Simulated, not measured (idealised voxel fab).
process module | voxel wiring stack
cross-section cut | 240 nm wide | cells 5 nm
A cross-section is a grid of square cells, given in bands from the top down. A band is one or more rows of cells.
Each band's line starts with the height of the band's top and of its bottom, in nm. Then come its materials from left to right, each with its width in nm. One material with "throughout" fills the band from edge to edge. "air" is empty space.
Height 0 is the level under which the wafer as received is all one material. The lowest band goes on downwards, as in "0 down".
A width such as "30 to 40" changes by the same amount from each row of cells to the next, from the band's top row to its bottom row.
"no change" after a step means that no cell of the cross-section changed.
closed voids: empty space of 8 cells or more with no open way to the top, each as width x height at its distance from the left edge, in nm
after a step's settings: what the simulator itself notes on the step
overlay nm, on a step with a mask: how far to the right of its planned place the mask lay; to the left if negative
plan
1 op RECEIVE | material Si
2 op CONFORMAL_DEP | material SiO2 | thk nm 15
3 op CONFORMAL_DEP | material SiN | thk nm 5
4 op DIRECTIONAL_DEP | material lowk | thk nm 20
5 op PATTERN | tone open | mask id METAL_1 | material resist | width nm 30 | pitch nm 45 | thk nm 15 | overlay nm 0
6 op DIRECTIONAL_ETCH | etch materials lowk | depth nm 20
7 op DIRECTIONAL_ETCH | etch materials SiN | depth nm 5
8 op STRIP | etch materials resist
9 op CONFORMAL_DEP | material TiN | thk nm 5
10 op FILL_DEP | material Cu | thk nm 5
11 op CMP | height nm 40
12 op CONFORMAL_DEP | material SiCN | thk nm 5
13 op DIRECTIONAL_DEP | material lowk | thk nm 20
14 op MASKED_ETCH | tone open | mask id PLUG_1 | width nm 15 | pitch nm 45 | etch materials lowk | depth nm 20 | overlay nm 0
15 op MASKED_ETCH | tone open | mask id PLUG_1 | width nm 15 | pitch nm 45 | etch materials SiCN | depth nm 5 | overlay nm 0
16 op CONFORMAL_DEP | material TiN | thk nm 5
17 op FILL_DEP | material Cu | thk nm 5
18 op CMP | height nm 65
19 op CONFORMAL_DEP | material SiCN | thk nm 5
20 op DIRECTIONAL_DEP | material lowk | thk nm 20
21 op DIRECTIONAL_DEP | material aC | thk nm 15
22 op PATTERN | tone open | mask id METAL_2 | material resist | width nm 30 | pitch nm 45 | thk nm 35 | overlay nm 0
23 op DIRECTIONAL_ETCH | etch materials aC | depth nm 15
24 op STRIP | etch materials resist
25 op DIRECTIONAL_ETCH | etch materials lowk | depth nm 20
26 op DIRECTIONAL_ETCH | etch materials SiCN | depth nm 5
27 op STRIP | etch materials aC
28 op CONFORMAL_DEP | material TiN | thk nm 5
29 op FILL_DEP | material W | thk nm 5
30 op CMP | height nm 90
31 op EPI | material Ru | thk nm 5
32 op FILL_DEP | material SiCN | thk nm 5
33 op DIRECTIONAL_DEP | material lowk | thk nm 35
34 op PATTERN | tone open | mask id METAL_3 | material resist | width nm 30 | pitch nm 45 | thk nm 20 | overlay nm 0
35 op DIRECTIONAL_ETCH | etch materials lowk | depth nm 20
36 op STRIP | etch materials resist
37 op MASKED_ETCH | tone open | mask id METAL_3_HOLES | width nm 15 | pitch nm 45 | etch materials lowk | depth nm 15 | overlay nm 0
38 op MASKED_ETCH | tone open | mask id METAL_3_HOLES | width nm 15 | pitch nm 45 | etch materials SiCN | depth nm 5 | overlay nm 0
39 op CONFORMAL_DEP | material TiN | thk nm 5
40 op FILL_DEP | material Cu | thk nm 5
41 op CMP | height nm 135
42 op CONFORMAL_DEP | material SiCN | thk nm 5
as received, after step 1
  0 down: Si throughout
  closed voids: none
a wafer at the end: this start, this plan, one mistake
  140 to 135: SiCN throughout
  135 to 120: lowk 35 | TiN 5 | Cu 20 | TiN 5 | lowk 15 | TiN 5 | Cu 20 | TiN 5 | lowk 15 | TiN 5 | Cu 20 | TiN 5 | lowk 15 | TiN 5 | Cu 20 | TiN 5 | lowk 40
  120 to 115: lowk 35 | TiN 5 | Cu 5 | TiN 20 | lowk 15 | TiN 5 | Cu 5 | TiN 20 | lowk 15 | TiN 5 | Cu 5 | TiN 20 | lowk 15 | TiN 5 | Cu 5 | TiN 20 | lowk 40
  115 to 100: lowk 35 | TiN 5 | Cu 5 | TiN 5 | lowk 30 | TiN 5 | Cu 5 | TiN 5 | lowk 30 | TiN 5 | Cu 5 | TiN 5 | lowk 30 | TiN 5 | Cu 5 | TiN 5 | lowk 55
  100 to 95: SiCN 35 | TiN 15 | SiCN 30 | TiN 15 | SiCN 30 | TiN 15 | SiCN 30 | TiN 15 | SiCN 55
  95 to 90: SiCN 30 | Ru 40 | SiCN 5 | Ru 40 | SiCN 5 | Ru 40 | SiCN 5 | Ru 40 | SiCN 35
  90 to 70: lowk 35 | TiN 5 | W 20 | TiN 5 | lowk 15 | TiN 5 | W 20 | TiN 5 | lowk 15 | TiN 5 | W 20 | TiN 5 | lowk 15 | TiN 5 | W 20 | TiN 5 | lowk 40
  70 to 65: SiCN 35 | TiN 30 | SiCN 15 | TiN 30 | SiCN 15 | TiN 30 | SiCN 15 | TiN 30 | SiCN 40
  65 to 50: lowk 35 | TiN 5 | Cu 5 | TiN 5 | lowk 30 | TiN 5 | Cu 5 | TiN 5 | lowk 30 | TiN 5 | Cu 5 | TiN 5 | lowk 30 | TiN 5 | Cu 5 | TiN 5 | lowk 55
  50 to 45: lowk 35 | TiN 15 | lowk 30 | TiN 15 | lowk 30 | TiN 15 | lowk 30 | TiN 15 | lowk 55
  45 to 40: SiCN 40 | TiN 10 | SiCN 35 | TiN 10 | SiCN 35 | TiN 10 | SiCN 35 | TiN 10 | SiCN 55
  40 to 20: lowk 35 | TiN 5 | Cu 20 | TiN 5 | lowk 15 | TiN 5 | Cu 20 | TiN 5 | lowk 15 | TiN 5 | Cu 20 | TiN 5 | lowk 15 | TiN 5 | Cu 20 | TiN 5 | lowk 40
  20 to 15: SiN 35 | TiN 30 | SiN 15 | TiN 30 | SiN 15 | TiN 30 | SiN 15 | TiN 30 | SiN 40
  15 to 0: SiO2 throughout
  0 down: Si throughout
  closed voids: none
what went wrong: step 15 ran as: op MASKED_ETCH | tone open | mask id PLUG_1 | width nm 15 | pitch nm 45 | etch materials SiCN | depth nm 5 | overlay nm 5
